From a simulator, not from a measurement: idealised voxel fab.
process module | voxel lift off
cross-section cut | 190 nm wide | cells 5 nm
A cross-section is a grid of square cells, given in bands from the top down. A band is one or more rows of cells.
Each band's line starts with the height of the band's top and of its bottom, in nm. Then come its materials from left to right, each with its width in nm. One material with "throughout" fills the band from edge to edge. "air" is empty space.
Height 0 is the level under which the wafer as received is all one material. The lowest band goes on downwards, as in "0 down".
A width such as "30 to 40" changes by the same amount from each row of cells to the next, from the band's top row to its bottom row.
"no change" after a step means that no cell of the cross-section changed.
closed voids: empty space of 8 cells or more with no open way to the top, each as width x height at its distance from the left edge, in nm
after a step's settings: what the simulator itself notes on the step
overlay nm, on a step with a mask: how far to the right of its planned place the mask lay; to the left if negative
plan
1 op RECEIVE | material Si
2 op CONFORMAL_DEP | material Al2O3 | thk nm 15
3 op PATTERN | tone open | mask id LINES | material resist | width nm 20 | pitch nm 45 | thk nm 30 | overlay nm 0
4 op DIRECTIONAL_DEP | material Ru | thk nm 15
5 op STRIP | etch materials resist
6 op CONFORMAL_DEP | material SiCN | thk nm 10
as received, after step 1
  0 down: Si throughout
  closed voids: none
a wafer at the end: this start, this plan, one mistake
  40 to 30: air 10 | SiCN 40 | air 5 | SiCN 40 | air 5 | SiCN 40 | air 5 | SiCN 40 | air 5
  30 to 25: air 10 | SiCN 10 | Ru 20 | SiCN 10 | air 5 | SiCN 10 | Ru 20 | SiCN 10 | air 5 | SiCN 10 | Ru 20 | SiCN 10 | air 5 | SiCN 10 | Ru 20 | SiCN 10 | air 5
  25 to 15: SiCN 20 | Ru 20 | SiCN 25 | Ru 20 | SiCN 25 | Ru 20 | SiCN 25 | Ru 20 | SiCN 15
  15 to 0: Al2O3 throughout
  0 down: Si throughout
  closed voids: none
what went wrong: step 3 ran as: op PATTERN | tone open | mask id LINES | material resist | width nm 20 | pitch nm 45 | thk nm 30 | overlay nm 5
